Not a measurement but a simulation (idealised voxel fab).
process module | voxel capacitor over wiring
cross-section cut | 270 nm wide | cells 5 nm
A cross-section is a grid of square cells, given in bands from the top down. A band is one or more rows of cells.
Each band's line starts with the height of the band's top and of its bottom, in nm. Then come its materials from left to right, each with its width in nm. One material with "throughout" fills the band from edge to edge. "air" is empty space.
Height 0 is the level under which the wafer as received is all one material. The lowest band goes on downwards, as in "0 down".
A width such as "30 to 40" changes by the same amount from each row of cells to the next, from the band's top row to its bottom row.
"no change" after a step means that no cell of the cross-section changed.
closed voids: empty space of 8 cells or more with no open way to the top, each as width x height at its distance from the left edge, in nm
after a step's settings: what the simulator itself notes on the step
overlay nm, on a step with a mask: how far to the right of its planned place the mask lay; to the left if negative
plan
1 op RECEIVE | material Si
2 op CONFORMAL_DEP | material SiO2 | thk nm 15
3 op CONFORMAL_DEP | material SiCN | thk nm 5
4 op DIRECTIONAL_DEP | material SiO2 | thk nm 15
5 op DIRECTIONAL_DEP | material aC | thk nm 10
6 op PATTERN | tone open | mask id METAL_1 | material resist | width nm 25 | pitch nm 90 | thk nm 25 | overlay nm 0
7 op DIRECTIONAL_ETCH | etch materials aC | depth nm 10
8 op STRIP | etch materials resist
9 op DIRECTIONAL_ETCH | etch materials SiO2 | depth nm 15
10 op DIRECTIONAL_ETCH | etch materials SiCN | depth nm 5
11 op STRIP | etch materials aC
12 op CONFORMAL_DEP | material TiN | thk nm 5
13 op FILL_DEP | material Ru | thk nm 5
14 op CMP | height nm 35
15 op CONFORMAL_DEP | material SiCN | thk nm 5
16 op DIRECTIONAL_DEP | material SiO2 | thk nm 20
17 op MASKED_ETCH | tone open | mask id PLUG_1 | width nm 15 | etch materials SiO2 | depth nm 20 | overlay nm 0
18 op MASKED_ETCH | tone open | mask id PLUG_1 | width nm 15 | etch materials SiCN | depth nm 5 | overlay nm 0
19 op CONFORMAL_DEP | material TiN | thk nm 5
20 op FILL_DEP | material Cu | thk nm 5
21 op CMP | height nm 60
22 op DIRECTIONAL_DEP | material TiN | thk nm 10
23 op DIRECTIONAL_DEP | material HfO2 | thk nm 5
24 op DIRECTIONAL_DEP | material TiN | thk nm 5
25 op DIRECTIONAL_DEP | material aC | thk nm 10
26 op PATTERN | tone cover | mask id UPPER_PLATE | material resist | width nm 70 | thk nm 25 | overlay nm 0
27 op DIRECTIONAL_ETCH | etch materials aC | depth nm 10
28 op STRIP | etch materials resist
29 op DIRECTIONAL_ETCH | etch materials TiN | depth nm 5
30 op DIRECTIONAL_ETCH | etch materials HfO2 | depth nm 5
31 op STRIP | etch materials aC
32 op DIRECTIONAL_DEP | material aC | thk nm 15
33 op PATTERN | tone cover | mask id LOWER_PLATE | material resist | width nm 80 | thk nm 30 | overlay nm 0
34 op DIRECTIONAL_ETCH | etch materials aC | depth nm 15
35 op STRIP | etch materials resist
36 op DIRECTIONAL_ETCH | etch materials TiN | depth nm 10
37 op STRIP | etch materials aC
38 op FILL_DEP | material SiO2 | thk nm 20
39 op CMP | height nm 95
40 op MASKED_ETCH | tone open | mask id PLUG_2 | width nm 15 | etch materials SiO2 | depth nm 15 | overlay nm 0
41 op CONFORMAL_DEP | material TiN | thk nm 5
42 op FILL_DEP | material W | thk nm 5
43 op CMP | height nm 95
44 op CONFORMAL_DEP | material SiCN | thk nm 5
as received, after step 1
  0 down: Si throughout
  closed voids: none
first wafer at the end, as planned
  100 to 95: SiCN throughout
  95 to 85: SiO2 95 | TiN 5 | W 5 | TiN 5 | SiO2 160
  85 to 75: SiO2 95 to 85 | TiN 15 to 70 | SiO2 160 to 115
  75 to 70: SiO2 85 | HfO2 70 | SiO2 115
  70 to 60: SiO2 80 | TiN 80 | SiO2 110
  60 to 40: SiO2 85 | TiN 5 | Cu 5 | TiN 5 | SiO2 170
  40 to 35: SiCN 85 | TiN 15 | SiCN 170
  35 to 20: SiO2 75 | TiN 5 | Ru 15 | TiN 5 | SiO2 65 | TiN 5 | Ru 15 | TiN 5 | SiO2 80
  20 to 15: SiCN 75 | TiN 25 | SiCN 65 | TiN 25 | SiCN 80
  15 to 0: SiO2 throughout
  0 down: Si throughout
  closed voids: none
second wafer at the end: like start, like plan, one mistake
  100 to 95: SiCN throughout
  95 to 85: SiO2 95 | TiN 5 | W 5 | TiN 5 | SiO2 160
  85 to 75: SiO2 95 to 85 | TiN 15 to 70 | SiO2 160 to 115
  75 to 70: SiO2 85 | HfO2 70 | SiO2 115
  70 to 60: SiO2 80 | TiN 80 | SiO2 110
  60 to 40: SiO2 85 | TiN 5 | Cu 5 | TiN 5 | SiO2 170
  40 to 35: SiCN 85 | TiN 15 | SiCN 170
  35 to 20: SiO2 80 | TiN 5 | Ru 5 | TiN 5 | SiO2 75 | TiN 5 | Ru 5 | TiN 5 | SiO2 85
  20 to 15: SiCN 80 | TiN 15 | SiCN 75 | TiN 15 | SiCN 85
  15 to 0: SiO2 throughout
  0 down: Si throughout
  closed voids: none
what went wrong: step 6 ran as: op PATTERN | tone open | mask id METAL_1 | material resist | width nm 15 | pitch nm 90 | thk nm 25 | overlay nm 0
at the end the second wafer has, in cells: 12 fewer of Ru | 4 more of SiCN | 12 more of SiO2 | 4 fewer of TiN
